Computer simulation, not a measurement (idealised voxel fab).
Process module under the name voxel transistor to metal
For reference, the cross-section in this document is cut, with width 235 nm and square cells of 5 nm.
Cross-section format: a grid of square cells, given as bands from top to bottom; each band is one or more rows of cells.
Read a band's entry like this: the first values are the height of its top and the height of its bottom in nm, and what follows is the sequence of materials from left to right, each with its width in nm. Note that "air" is empty space, and that a single material marked "everywhere" reaches across the band from edge to edge.
A quick word on heights: they are counted from 0, and under that level the wafer as it came to us is one material throughout. The lowest band is different from the rest in having no bottom; it simply continues downward, written as in "0 down".
The expression "30 to 40" gives the width at the extremes of the band, the first number at its top row of cells and the second at its bottom row, with the width changing by equal amounts from each row to the next in between.
You'll sometimes find "remained unchanged" written for a step, and that's the way of saying that nowhere in the cross-section did a cell change during that step.
Heads up: "Fully closed voids" only lists the empty pockets with no open path to the top that are 8 cells or more, and it writes them as width x height at distance, distance from the left edge, in nm.
Heads up: the bit after the settings on a step's line is the simulator's remark on that step.
overlay nm: mask right of planned place by this much (step with mask). Neg. = left.
So the way this works: pairs, before and after one process step. The after picture only goes down to the lowest band that actually changed, nothing below. Step and its settings are under each pair. And watch out, pairs might come from different runs of this module, same starting wafer though, so a pair only follows on from the one above if its "Pre-step condition" entry tells you so.

Pre-step condition:
	0 down = Si everywhere
	Fully closed voids: none

Structure After Step:
	0 to -5 = SiO2 everywhere
	Lower than -5, everything is as it was.
	Fully closed voids: none
The structure shown above changes from one cross-section to the other through OXIDIZE [depth nm 5]

Pre-step condition: it's just the after picture from the pair right above this one.

Structure After Step:
	15 to 0 = SiN everywhere
	Lower than 0, everything is as it was.
	Fully closed voids: none
The structure shown above changes from one cross-section to the other through CONFORMAL_DEP [material SiN] [thk nm 15]

Pre-step condition: it's just the after picture from the pair right above this one.

Structure After Step:
	30 to 15 = aC everywhere
	Lower than 15, everything is as it was.
	Fully closed voids: none
The structure shown above changes from one cross-section to the other through DIRECTIONAL_DEP [material aC] [thk nm 15]

Pre-step condition: it's just the after picture from the pair right above this one.

Structure After Step:
	65 to 30 = air 20, resist 85, air 20, resist 85, air 25
	Lower than 30, everything is as it was.
	Fully closed voids: none
The structure shown above changes from one cross-section to the other through PATTERN [tone cover] [mask id ACTIVE] [material resist] [width nm 85] [pitch nm 105] [thk nm 35] [overlay nm 0]

Pre-step condition: it's just the after picture from the pair right above this one.

Structure After Step:
	50 to 30 = air 20, resist 85, air 20, resist 85, air 25
	30 to 15 = air 20, aC 85, air 20, aC 85, air 25
	Lower than 15, everything is as it was.
	Fully closed voids: none
The structure shown above changes from one cross-section to the other through DIRECTIONAL_ETCH [etch materials aC] [depth nm 15]

Pre-step condition: it's just the after picture from the pair right above this one.

Structure After Step:
	30 to 15 = air 20, aC 85, air 20, aC 85, air 25
	Lower than 15, everything is as it was.
	Fully closed voids: none
The structure shown above changes from one cross-section to the other through STRIP [etch materials resist]

Pre-step condition: it's just the after picture from the pair right above this one.

Structure After Step:
	30 to 15 = air 20, aC 85, air 20, aC 85, air 25
	15 to 0 = air 20, SiN 85, air 20, SiN 85, air 25
	Lower than 0, everything is as it was.
	Fully closed voids: none
The structure shown above changes from one cross-section to the other through DIRECTIONAL_ETCH [etch materials SiN] [depth nm 15]

Pre-step condition: it's just the after picture from the pair right above this one.

Structure After Step:
	30 to 15 = air 20, aC 85, air 20, aC 85, air 25
	15 to 0 = air 20, SiN 85, air 20, SiN 85, air 25
	0 to -5 = air 20, SiO2 85, air 20, SiO2 85, air 25
	Lower than -5, everything is as it was.
	Fully closed voids: none
The structure shown above changes from one cross-section to the other through DIRECTIONAL_ETCH [etch materials SiO2] [depth nm 5]

Pre-step condition: it's just the after picture from the pair right above this one.

Structure After Step:
	30 to 15 = air 20, aC 85, air 20, aC 85, air 25
	15 to 0 = air 20, SiN 85, air 20, SiN 85, air 25
	0 to -5 = air 20, SiO2 85, air 20, SiO2 85, air 25
	-5 to -35 = air 20, Si 85, air 20, Si 85, air 25
	Lower than -35, everything is as it was.
	Fully closed voids: none
The structure shown above changes from one cross-section to the other through DIRECTIONAL_ETCH [etch materials Si] [depth nm 30]

Pre-step condition: it's just the after picture from the pair right above this one.

Structure After Step:
	15 to 0 = air 20, SiN 85, air 20, SiN 85, air 25
	Lower than 0, everything is as it was.
	Fully closed voids: none
The structure shown above changes from one cross-section to the other through STRIP [etch materials aC]

Pre-step condition: it's just the after picture from the pair right above this one.

Structure After Step:
	15 to 0 = air 20, SiN 85, air 20, SiN 85, air 25
	0 to -5 = air 20, SiO2 85, air 20, SiO2 85, air 25
	-5 to -35 = air 20, SiO2 5, Si 75, SiO2 5, air 20, SiO2 5, Si 75, SiO2 5, air 25
	-35 to -40 = SiO2 25, Si 75, SiO2 30, Si 75, SiO2 30
	Lower than -40, everything is as it was.
	Fully closed voids: none
The structure shown above changes from one cross-section to the other through OXIDIZE [depth nm 5]

Pre-step condition: it's just the after picture from the pair right above this one.

Structure After Step:
	30 to 15 = SiO2 everywhere
	15 to 0 = SiO2 20, SiN 85, SiO2 20, SiN 85, SiO2 25
	0 to -5 = SiO2 everywhere
	-5 to -40 = SiO2 25, Si 75, SiO2 30, Si 75, SiO2 30
	Lower than -40, everything is as it was.
	Fully closed voids: none
The structure shown above changes from one cross-section to the other through FILL_DEP [material SiO2] [thk nm 15]

Pre-step condition: it's just the after picture from the pair right above this one.

Structure After Step:
	15 to 0 = SiO2 20, SiN 85, SiO2 20, SiN 85, SiO2 25
	Lower than 0, everything is as it was.
	Fully closed voids: none
The structure shown above changes from one cross-section to the other through CMP [height nm 15]

Pre-step condition: it's just the after picture from the pair right above this one.

Structure After Step:
	15 to 5 = air 20, SiN 85, air 20, SiN 85, air 25
	Lower than 5, everything is as it was.
	Fully closed voids: none
The structure shown above changes from one cross-section to the other through SELECTIVE_ETCH [etch materials SiO2] [depth nm 10]

Pre-step condition: it's just the after picture from the pair right above this one.

Structure After Step:
	5 to 0 = SiO2 20, air 85, SiO2 20, air 85, SiO2 25
	Lower than 0, everything is as it was.
	Fully closed voids: none
The structure shown above changes from one cross-section to the other through STRIP [etch materials SiN]

Pre-step condition: it's just the after picture from the pair right above this one.

Structure After Step:
	0 to -5 = SiO2 15, air 95, SiO2 10, air 95, SiO2 20
	Lower than -5, everything is as it was.
	Fully closed voids: none
The structure shown above changes from one cross-section to the other through SELECTIVE_ETCH [etch materials SiO2] [depth nm 5]

Pre-step condition: it's just the after picture from the pair right above this one.

Structure After Step:
	0 to -5 = SiO2 15, air 95, SiO2 10, air 95, SiO2 20
	-5 to -10 = SiO2 everywhere
	Lower than -10, everything is as it was.
	Fully closed voids: none
The structure shown above changes from one cross-section to the other through OXIDIZE [depth nm 5]

Pre-step condition: it's just the after picture from the pair right above this one.

Structure After Step:
	20 to 15 = polySi 15, air 95, polySi 10, air 95, polySi 20
	15 to 0 = polySi everywhere
	0 to -5 = SiO2 15, polySi 95, SiO2 10, polySi 95, SiO2 20
	Lower than -5, everything is as it was.
	Fully closed voids: none
The structure shown above changes from one cross-section to the other through DIRECTIONAL_DEP [material polySi] [thk nm 20]

Pre-step condition: it's just the after picture from the pair right above this one.

Structure After Step:
	35 to 30 = SiCN 15, air 95, SiCN 10, air 95, SiCN 20
	30 to 20 = SiCN everywhere
	20 to 15 = polySi 15, SiCN 95, polySi 10, SiCN 95, polySi 20
	Lower than 15, everything is as it was.
	Fully closed voids: none
The structure shown above changes from one cross-section to the other through DIRECTIONAL_DEP [material SiCN] [thk nm 15]

Pre-step condition: it's just the after picture from the pair right above this one.

Structure After Step:
	45 to 40 = aC 15, air 95, aC 10, air 95, aC 20
	40 to 35 = aC everywhere
	35 to 30 = SiCN 15, aC 95, SiCN 10, aC 95, SiCN 20
	Lower than 30, everything is as it was.
	Fully closed voids: none
The structure shown above changes from one cross-section to the other through DIRECTIONAL_DEP [material aC] [thk nm 10]

Pre-step condition: it's just the after picture from the pair right above this one.

Structure After Step:
	75 to 45 = air 55, resist 15, air 90, resist 15, air 60
	45 to 40 = aC 15, air 40, resist 15, air 40, aC 10, air 40, resist 15, air 40, aC 20
	Lower than 40, everything is as it was.
	Fully closed voids: none
The structure shown above changes from one cross-section to the other through PATTERN [tone cover] [mask id GATE] [material resist] [width nm 15] [pitch nm 105] [thk nm 30] [overlay nm 0]

Pre-step condition: it's just the after picture from the pair right above this one.

Structure After Step:
	65 to 40 = air 55, resist 15, air 90, resist 15, air 60
	40 to 35 = air 55, aC 15, air 90, aC 15, air 60
	35 to 30 = SiCN 15, air 40, aC 15, air 40, SiCN 10, air 40, aC 15, air 40, SiCN 20
	Lower than 30, everything is as it was.
	Fully closed voids: none
The structure shown above changes from one cross-section to the other through DIRECTIONAL_ETCH [etch materials aC] [depth nm 10]

Pre-step condition: it's just the after picture from the pair right above this one.

Structure After Step:
	40 to 35 = air 55, aC 15, air 90, aC 15, air 60
	Lower than 35, everything is as it was.
	Fully closed voids: none
The structure shown above changes from one cross-section to the other through STRIP [etch materials resist]

Pre-step condition: it's just the after picture from the pair right above this one.

Structure After Step:
	40 to 30 = air 55, aC 15, air 90, aC 15, air 60
	30 to 20 = air 55, SiCN 15, air 90, SiCN 15, air 60
	20 to 15 = polySi 15, air 40, SiCN 15, air 40, polySi 10, air 40, SiCN 15, air 40, polySi 20
	Lower than 15, everything is as it was.
	Fully closed voids: none
The structure shown above changes from one cross-section to the other through DIRECTIONAL_ETCH [etch materials SiCN] [depth nm 25]

Pre-step condition: it's just the after picture from the pair right above this one.

Structure After Step:
	40 to 30 = air 55, aC 15, air 90, aC 15, air 60
	30 to 15 = air 55, SiCN 15, air 90, SiCN 15, air 60
	15 to 0 = air 55, polySi 15, air 90, polySi 15, air 60
	0 to -5 = SiO2 15, air 40, polySi 15, air 40, SiO2 10, air 40, polySi 15, air 40, SiO2 20
	Lower than -5, everything is as it was.
	Fully closed voids: none
The structure shown above changes from one cross-section to the other through DIRECTIONAL_ETCH [etch materials polySi] [depth nm 30]

Pre-step condition: it's just the after picture from the pair right above this one.

Structure After Step:
	30 to 15 = air 55, SiCN 15, air 90, SiCN 15, air 60
	Lower than 15, everything is as it was.
	Fully closed voids: none
The structure shown above changes from one cross-section to the other through STRIP [etch materials aC]

Pre-step condition: it's just the after picture from the pair right above this one.

Structure After Step:
	35 to 30 = air 50, SiO2 25, air 80, SiO2 25, air 55
	30 to 15 = air 50, SiO2 5, SiCN 15, SiO2 5, air 80, SiO2 5, SiCN 15, SiO2 5, air 55
	15 to 5 = air 50, SiO2 5, polySi 15, SiO2 5, air 80, SiO2 5, polySi 15, SiO2 5, air 55
	5 to 0 = SiO2 20, air 30, SiO2 5, polySi 15, SiO2 5, air 30, SiO2 20, air 30, SiO2 5, polySi 15, SiO2 5, air 30, SiO2 25
	0 to -5 = SiO2 55, polySi 15, SiO2 90, polySi 15, SiO2 60
	Lower than -5, everything is as it was.
	Fully closed voids: none
The structure shown above changes from one cross-section to the other through CONFORMAL_DEP [material SiO2] [thk nm 5]

Pre-step condition: it's just the after picture from the pair right above this one.

Structure After Step:
	30 to 15 = air 50, SiO2 5, SiCN 15, SiO2 5, air 80, SiO2 5, SiCN 15, SiO2 5, air 55
	15 to 0 = air 50, SiO2 5, polySi 15, SiO2 5, air 80, SiO2 5, polySi 15, SiO2 5, air 55
	0 to -5 = SiO2 20, air 30, SiO2 5, polySi 15, SiO2 5, air 30, SiO2 20, air 30, SiO2 5, polySi 15, SiO2 5, air 30, SiO2 25
	Lower than -5, everything is as it was.
	Fully closed voids: none
The structure shown above changes from one cross-section to the other through DIRECTIONAL_ETCH [etch materials SiO2] [depth nm 5]

Pre-step condition: it's just the after picture from the pair right above this one.

Structure After Step:
	35 to 30 = air 45, SiN 35, air 70, SiN 35, air 50
	30 to 15 = air 45, SiN 5, SiO2 5, SiCN 15, SiO2 5, SiN 5, air 70, SiN 5, SiO2 5, SiCN 15, SiO2 5, SiN 5, air 50
	15 to 5 = air 45, SiN 5, SiO2 5, polySi 15, SiO2 5, SiN 5, air 70, SiN 5, SiO2 5, polySi 15, SiO2 5, SiN 5, air 50
	5 to 0 = SiN 25, air 20, SiN 5, SiO2 5, polySi 15, SiO2 5, SiN 5, air 20, SiN 30, air 20, SiN 5, SiO2 5, polySi 15, SiO2 5, SiN 5, air 20, SiN 30
	0 to -5 = SiO2 20, SiN 30, SiO2 5, polySi 15, SiO2 5, SiN 30, SiO2 20, SiN 30, SiO2 5, polySi 15, SiO2 5, SiN 30, SiO2 25
	Lower than -5, everything is as it was.
	Fully closed voids: none
The structure shown above changes from one cross-section to the other through CONFORMAL_DEP [material SiN] [thk nm 5]

Pre-step condition: it's just the after picture from the pair right above this one.

Structure After Step:
	30 to 15 = air 45, SiN 5, SiO2 5, SiCN 15, SiO2 5, SiN 5, air 70, SiN 5, SiO2 5, SiCN 15, SiO2 5, SiN 5, air 50
	15 to 0 = air 45, SiN 5, SiO2 5, polySi 15, SiO2 5, SiN 5, air 70, SiN 5, SiO2 5, polySi 15, SiO2 5, SiN 5, air 50
	0 to -5 = SiO2 20, SiN 5, air 20, SiN 5, SiO2 5, polySi 15, SiO2 5, SiN 5, air 20, SiN 5, SiO2 20, SiN 5, air 20, SiN 5, SiO2 5, polySi 15, SiO2 5, SiN 5, air 20, SiN 5, SiO2 25
	Lower than -5, everything is as it was.
	Fully closed voids: none
The structure shown above changes from one cross-section to the other through DIRECTIONAL_ETCH [etch materials SiN] [depth nm 5]

Pre-step condition: it's just the after picture from the pair right above this one.

Structure After Step:
	30 to 25 = air 45, SiN 5, air 5, SiCN 15, air 5, SiN 5, air 70, SiN 5, air 5, SiCN 15, air 5, SiN 5, air 50
	25 to 15 = air 45, SiN 5, SiO2 5, SiCN 15, SiO2 5, SiN 5, air 70, SiN 5, SiO2 5, SiCN 15, SiO2 5, SiN 5, air 50
	15 to 0 = air 45, SiN 5, SiO2 5, polySi 15, SiO2 5, SiN 5, air 70, SiN 5, SiO2 5, polySi 15, SiO2 5, SiN 5, air 50
	0 to -5 = air 20, SiN 5, air 20, SiN 5, SiO2 5, polySi 15, SiO2 5, SiN 5, air 20, SiN 5, air 20, SiN 5, air 20, SiN 5, SiO2 5, polySi 15, SiO2 5, SiN 5, air 20, SiN 5, air 25
	-5 to -10 = SiO2 25, air 20, SiO2 35, air 20, SiO2 30, air 20, SiO2 35, air 20, SiO2 30
	Lower than -10, everything is as it was.
	Fully closed voids: none
The structure shown above changes from one cross-section to the other through DIRECTIONAL_ETCH [etch materials SiO2] [depth nm 5]

Pre-step condition: it's just the after picture from the pair right above this one.

Structure After Step:
	30 to 25 = air 45, SiN 5, air 5, SiCN 15, air 5, SiN 5, air 70, SiN 5, air 5, SiCN 15, air 5, SiN 5, air 50
	25 to 15 = air 45, SiN 5, SiO2 5, SiCN 15, SiO2 5, SiN 5, air 70, SiN 5, SiO2 5, SiCN 15, SiO2 5, SiN 5, air 50
	15 to 0 = air 45, SiN 5, SiO2 5, polySi 15, SiO2 5, SiN 5, air 70, SiN 5, SiO2 5, polySi 15, SiO2 5, SiN 5, air 50
	0 to -5 = air 20, SiN 5, air 20, SiN 5, SiO2 5, polySi 15, SiO2 5, SiN 5, air 20, SiN 5, air 20, SiN 5, air 20, SiN 5, SiO2 5, polySi 15, SiO2 5, SiN 5, air 20, SiN 5, air 25
	-5 to -10 = SiO2 25, air 20, SiO2 35, air 20, SiO2 30, air 20, SiO2 35, air 20, SiO2 30
	-10 to -15 = SiO2 25, air 20, Si 35, air 20, SiO2 30, air 20, Si 35, air 20, SiO2 30
	Lower than -15, everything is as it was.
	Fully closed voids: none
The structure shown above changes from one cross-section to the other through DIRECTIONAL_ETCH [etch materials Si] [depth nm 5]

Pre-step condition: it's just the after picture from the pair right above this one.

Structure After Step:
	30 to 25 = air 45, SiN 5, air 5, SiCN 15, air 5, SiN 5, air 70, SiN 5, air 5, SiCN 15, air 5, SiN 5, air 50
	25 to 15 = air 45, SiN 5, SiO2 5, SiCN 15, SiO2 5, SiN 5, air 70, SiN 5, SiO2 5, SiCN 15, SiO2 5, SiN 5, air 50
	15 to 0 = air 45, SiN 5, SiO2 5, polySi 15, SiO2 5, SiN 5, air 70, SiN 5, SiO2 5, polySi 15, SiO2 5, SiN 5, air 50
	0 to -5 = air 20, SiN 5, air 20, SiN 5, SiO2 5, polySi 15, SiO2 5, SiN 5, air 20, SiN 5, air 20, SiN 5, air 20, SiN 5, SiO2 5, polySi 15, SiO2 5, SiN 5, air 20, SiN 5, air 25
	-5 to -10 = SiO2 25, air 15, SiGe 5, SiO2 35, SiGe 5, air 15, SiO2 30, air 15, SiGe 5, SiO2 35, SiGe 5, air 15, SiO2 30
	-10 to -15 = SiO2 25, SiGe 20, Si 35, SiGe 20, SiO2 30, SiGe 20, Si 35, SiGe 20, SiO2 30
	Lower than -15, everything is as it was.
	Fully closed voids: none
The structure shown above changes from one cross-section to the other through EPI [material SiGe] [thk nm 5]

Pre-step condition: it's just the after picture from the pair right above this one.

Structure After Step:
	35 to 30 = SiO2 everywhere
	30 to 15 = SiO2 45, SiN 5, SiO2 5, SiCN 15, SiO2 5, SiN 5, SiO2 70, SiN 5, SiO2 5, SiCN 15, SiO2 5, SiN 5, SiO2 50
	15 to 0 = SiO2 45, SiN 5, SiO2 5, polySi 15, SiO2 5, SiN 5, SiO2 70, SiN 5, SiO2 5, polySi 15, SiO2 5, SiN 5, SiO2 50
	0 to -5 = SiO2 20, SiN 5, SiO2 20, SiN 5, SiO2 5, polySi 15, SiO2 5, SiN 5, SiO2 20, SiN 5, SiO2 20, SiN 5, SiO2 20, SiN 5, SiO2 5, polySi 15, SiO2 5, SiN 5, SiO2 20, SiN 5, SiO2 25
	-5 to -10 = SiO2 40, SiGe 5, SiO2 35, SiGe 5, SiO2 60, SiGe 5, SiO2 35, SiGe 5, SiO2 45
	Lower than -10, everything is as it was.
	Fully closed voids: none
The structure shown above changes from one cross-section to the other through FILL_DEP [material SiO2] [thk nm 5]

Pre-step condition: it's just the after picture from the pair right above this one.

Structure After Step:
	30 to 15 = SiO2 45, SiN 5, SiO2 5, SiCN 15, SiO2 5, SiN 5, SiO2 70, SiN 5, SiO2 5, SiCN 15, SiO2 5, SiN 5, SiO2 50
	Lower than 15, everything is as it was.
	Fully closed voids: none
The structure shown above changes from one cross-section to the other through CMP [height nm 30]

Pre-step condition: it's just the after picture from the pair right above this one.

Structure After Step:
	40 to 30 = SiO2 everywhere
	Lower than 30, everything is as it was.
	Fully closed voids: none
The structure shown above changes from one cross-section to the other through DIRECTIONAL_DEP [material SiO2] [thk nm 10]

Pre-step condition: it's just the after picture from the pair right above this one.

Structure After Step:
	55 to 40 = resist 25, air 15, resist 45, air 15, resist 30, air 15, resist 45, air 15, resist 30
	Lower than 40, everything is as it was.
	Fully closed voids: none
The structure shown above changes from one cross-section to the other through PATTERN [tone open] [mask id CONTACT] [material resist] [width nm 15] [thk nm 15] [overlay nm 0]

Pre-step condition: it's just the after picture from the pair right above this one.

Structure After Step:
	55 to 40 = resist 25, air 15, resist 45, air 15, resist 30, air 15, resist 45, air 15, resist 30
	40 to 30 = SiO2 25, air 15, SiO2 45, air 15, SiO2 30, air 15, SiO2 45, air 15, SiO2 30
	30 to 15 = SiO2 25, air 15, SiO2 5, SiN 5, SiO2 5, SiCN 15, SiO2 5, SiN 5, SiO2 5, air 15, SiO2 30, air 15, SiO2 5, SiN 5, SiO2 5, SiCN 15, SiO2 5, SiN 5, SiO2 5, air 15, SiO2 30
	15 to 0 = SiO2 25, air 15, SiO2 5, SiN 5, SiO2 5, polySi 15, SiO2 5, SiN 5, SiO2 5, air 15, SiO2 30, air 15, SiO2 5, SiN 5, SiO2 5, polySi 15, SiO2 5, SiN 5, SiO2 5, air 15, SiO2 30
	0 to -5 = SiO2 20, SiN 5, air 15, SiO2 5, SiN 5, SiO2 5, polySi 15, SiO2 5, SiN 5, SiO2 5, air 15, SiN 5, SiO2 20, SiN 5, air 15, SiO2 5, SiN 5, SiO2 5, polySi 15, SiO2 5, SiN 5, SiO2 5, air 15, SiN 5, SiO2 25
	-5 to -10 = SiO2 25, air 15, SiGe 5, SiO2 35, SiGe 5, air 15, SiO2 30, air 15, SiGe 5, SiO2 35, SiGe 5, air 15, SiO2 30
	Lower than -10, everything is as it was.
	Fully closed voids: none
The structure shown above changes from one cross-section to the other through DIRECTIONAL_ETCH [etch materials SiO2] [depth nm 50]

Pre-step condition: it's just the after picture from the pair right above this one.

Structure After Step:
	40 to 30 = SiO2 25, air 15, SiO2 45, air 15, SiO2 30, air 15, SiO2 45, air 15, SiO2 30
	Lower than 30, everything is as it was.
	Fully closed voids: none
The structure shown above changes from one cross-section to the other through STRIP [etch materials resist]

Pre-step condition: it's just the after picture from the pair right above this one.

Structure After Step:
	45 to 40 = TiN 30, air 5, TiN 55, air 5, TiN 40, air 5, TiN 55, air 5, TiN 35
	40 to 30 = SiO2 25, TiN 5, air 5, TiN 5, SiO2 45, TiN 5, air 5, TiN 5, SiO2 30, TiN 5, air 5, TiN 5, SiO2 45, TiN 5, air 5, TiN 5, SiO2 30
	30 to 15 = SiO2 25, TiN 5, air 5, TiN 5, SiO2 5, SiN 5, SiO2 5, SiCN 15, SiO2 5, SiN 5, SiO2 5, TiN 5, air 5, TiN 5, SiO2 30, TiN 5, air 5, TiN 5, SiO2 5, SiN 5, SiO2 5, SiCN 15, SiO2 5, SiN 5, SiO2 5, TiN 5, air 5, TiN 5, SiO2 30
	15 to 0 = SiO2 25, TiN 5, air 5, TiN 5, SiO2 5, SiN 5, SiO2 5, polySi 15, SiO2 5, SiN 5, SiO2 5, TiN 5, air 5, TiN 5, SiO2 30, TiN 5, air 5, TiN 5, SiO2 5, SiN 5, SiO2 5, polySi 15, SiO2 5, SiN 5, SiO2 5, TiN 5, air 5, TiN 5, SiO2 30
	0 to -5 = SiO2 20, SiN 5, TiN 5, air 5, TiN 5, SiO2 5, SiN 5, SiO2 5, polySi 15, SiO2 5, SiN 5, SiO2 5, TiN 5, air 5, TiN 5, SiN 5, SiO2 20, SiN 5, TiN 5, air 5, TiN 5, SiO2 5, SiN 5, SiO2 5, polySi 15, SiO2 5, SiN 5, SiO2 5, TiN 5, air 5, TiN 5, SiN 5, SiO2 25
	-5 to -10 = SiO2 25, TiN 15, SiGe 5, SiO2 35, SiGe 5, TiN 15, SiO2 30, TiN 15, SiGe 5, SiO2 35, SiGe 5, TiN 15, SiO2 30
	Lower than -10, everything is as it was.
	Fully closed voids: none
The structure shown above changes from one cross-section to the other through CONFORMAL_DEP [material TiN] [thk nm 5]

Pre-step condition: it's just the after picture from the pair right above this one.

Structure After Step:
	55 to 45 = W everywhere
	45 to 40 = TiN 30, W 5, TiN 55, W 5, TiN 40, W 5, TiN 55, W 5, TiN 35
	40 to 30 = SiO2 25, TiN 5, W 5, TiN 5, SiO2 45, TiN 5, W 5, TiN 5, SiO2 30, TiN 5, W 5, TiN 5, SiO2 45, TiN 5, W 5, TiN 5, SiO2 30
	30 to 15 = SiO2 25, TiN 5, W 5, TiN 5, SiO2 5, SiN 5, SiO2 5, SiCN 15, SiO2 5, SiN 5, SiO2 5, TiN 5, W 5, TiN 5, SiO2 30, TiN 5, W 5, TiN 5, SiO2 5, SiN 5, SiO2 5, SiCN 15, SiO2 5, SiN 5, SiO2 5, TiN 5, W 5, TiN 5, SiO2 30
	15 to 0 = SiO2 25, TiN 5, W 5, TiN 5, SiO2 5, SiN 5, SiO2 5, polySi 15, SiO2 5, SiN 5, SiO2 5, TiN 5, W 5, TiN 5, SiO2 30, TiN 5, W 5, TiN 5, SiO2 5, SiN 5, SiO2 5, polySi 15, SiO2 5, SiN 5, SiO2 5, TiN 5, W 5, TiN 5, SiO2 30
	0 to -5 = SiO2 20, SiN 5, TiN 5, W 5, TiN 5, SiO2 5, SiN 5, SiO2 5, polySi 15, SiO2 5, SiN 5, SiO2 5, TiN 5, W 5, TiN 5, SiN 5, SiO2 20, SiN 5, TiN 5, W 5, TiN 5, SiO2 5, SiN 5, SiO2 5, polySi 15, SiO2 5, SiN 5, SiO2 5, TiN 5, W 5, TiN 5, SiN 5, SiO2 25
	Lower than -5, everything is as it was.
	Fully closed voids: none
The structure shown above changes from one cross-section to the other through FILL_DEP [material W] [thk nm 10]

Pre-step condition: it's just the after picture from the pair right above this one.

Structure After Step:
	40 to 30 = SiO2 25, TiN 5, W 5, TiN 5, SiO2 45, TiN 5, W 5, TiN 5, SiO2 30, TiN 5, W 5, TiN 5, SiO2 45, TiN 5, W 5, TiN 5, SiO2 30
	Lower than 30, everything is as it was.
	Fully closed voids: none
The structure shown above changes from one cross-section to the other through CMP [height nm 40]

Pre-step condition: it's just the after picture from the pair right above this one.

Structure After Step:
	45 to 40 = TiN everywhere
	Lower than 40, everything is as it was.
	Fully closed voids: none
The structure shown above changes from one cross-section to the other through DIRECTIONAL_DEP [material TiN] [thk nm 5]

Pre-step condition: it's just the after picture from the pair right above this one.

Structure After Step:
	70 to 45 = W everywhere
	Lower than 45, everything is as it was.
	Fully closed voids: none
The structure shown above changes from one cross-section to the other through DIRECTIONAL_DEP [material W] [thk nm 25]

Pre-step condition: it's just the after picture from the pair right above this one.

Structure After Step:
	70 to 45 = air 25, W 15, air 45, W 15, air 30, W 15, air 45, W 15, air 30
	Lower than 45, everything is as it was.
	Fully closed voids: none
The structure shown above changes from one cross-section to the other through MASKED_ETCH [tone cover] [mask id METAL_1] [width nm 15] [etch materials W] [depth nm 25] [overlay nm 0]

Pre-step condition: it's just the after picture from the pair right above this one.

Structure After Step:
	70 to 45 = air 25, W 15, air 45, W 15, air 30, W 15, air 45, W 15, air 30
	45 to 40 = air 25, TiN 15, air 45, TiN 15, air 30, TiN 15, air 45, TiN 15, air 30
	Lower than 40, everything is as it was.
	Fully closed voids: none
The structure shown above changes from one cross-section to the other through MASKED_ETCH [tone cover] [mask id METAL_1] [width nm 15] [etch materials TiN] [depth nm 5] [overlay nm 0]

Pre-step condition: it's just the after picture from the pair right above this one.

Structure After Step:
	80 to 70 = SiO2 everywhere
	70 to 45 = SiO2 25, W 15, SiO2 45, W 15, SiO2 30, W 15, SiO2 45, W 15, SiO2 30
	45 to 40 = SiO2 25, TiN 15, SiO2 45, TiN 15, SiO2 30, TiN 15, SiO2 45, TiN 15, SiO2 30
	Lower than 40, everything is as it was.
	Fully closed voids: none
The structure shown above changes from one cross-section to the other through FILL_DEP [material SiO2] [thk nm 10]

Pre-step condition: it's just the after picture from the pair right above this one.

Structure After Step:
	70 to 45 = SiO2 25, W 15, SiO2 45, W 15, SiO2 30, W 15, SiO2 45, W 15, SiO2 30
	Lower than 45, everything is as it was.
	Fully closed voids: none
The structure shown above changes from one cross-section to the other through CMP [height nm 70]

Pre-step condition: it's just the after picture from the pair right above this one.

Structure After Step:
	75 to 70 = SiCN everywhere
	Lower than 70, everything is as it was.
	Fully closed voids: none
The structure shown above changes from one cross-section to the other through CONFORMAL_DEP [material SiCN] [thk nm 5]

Pre-step condition: it's just the after picture from the pair right above this one.

Structure After Step:
	105 to 75 = SiO2 everywhere
	Lower than 75, everything is as it was.
	Fully closed voids: none
The structure shown above changes from one cross-section to the other through DIRECTIONAL_DEP [material SiO2] [thk nm 30]

Pre-step condition: it's just the after picture from the pair right above this one.

Structure After Step:
	120 to 105 = resist 25, air 15, resist 90, air 15, resist 90
	Lower than 105, everything is as it was.
	Fully closed voids: none
The structure shown above changes from one cross-section to the other through PATTERN [tone open] [mask id METAL_2] [material resist] [width nm 15] [pitch nm 105] [thk nm 15] [overlay nm 0]

Pre-step condition: it's just the after picture from the pair right above this one.

Structure After Step:
	120 to 105 = resist 25, air 15, resist 90, air 15, resist 90
	105 to 90 = SiO2 25, air 15, SiO2 90, air 15, SiO2 90
	Lower than 90, everything is as it was.
	Fully closed voids: none
The structure shown above changes from one cross-section to the other through DIRECTIONAL_ETCH [etch materials SiO2] [depth nm 15]

Pre-step condition: it's just the after picture from the pair right above this one.

Structure After Step:
	105 to 90 = SiO2 25, air 15, SiO2 90, air 15, SiO2 90
	Lower than 90, everything is as it was.
	Fully closed voids: none
The structure shown above changes from one cross-section to the other through STRIP [etch materials resist]

Pre-step condition: it's just the after picture from the pair right above this one.

Structure After Step:
	125 to 105 = resist 25, air 15, resist 90, air 15, resist 90
	Lower than 105, everything is as it was.
	Fully closed voids: none
The structure shown above changes from one cross-section to the other through PATTERN [tone open] [mask id METAL_2_HOLES] [material resist] [width nm 15] [pitch nm 105] [thk nm 20] [overlay nm 0]

Pre-step condition: it's just the after picture from the pair right above this one.

Structure After Step:
	125 to 105 = resist 25, air 15, resist 90, air 15, resist 90
	105 to 75 = SiO2 25, air 15, SiO2 90, air 15, SiO2 90
	Lower than 75, everything is as it was.
	Fully closed voids: none
The structure shown above changes from one cross-section to the other through DIRECTIONAL_ETCH [etch materials SiO2] [depth nm 15]

Pre-step condition: it's just the after picture from the pair right above this one.

Structure After Step:
	125 to 105 = resist 25, air 15, resist 90, air 15, resist 90
	105 to 75 = SiO2 25, air 15, SiO2 90, air 15, SiO2 90
	75 to 70 = SiCN 25, air 15, SiCN 90, air 15, SiCN 90
	Lower than 70, everything is as it was.
	Fully closed voids: none
The structure shown above changes from one cross-section to the other through DIRECTIONAL_ETCH [etch materials SiCN] [depth nm 5]

Pre-step condition: it's just the after picture from the pair right above this one.

Structure After Step:
	105 to 75 = SiO2 25, air 15, SiO2 90, air 15, SiO2 90
	Lower than 75, everything is as it was.
	Fully closed voids: none
The structure shown above changes from one cross-section to the other through STRIP [etch materials resist]
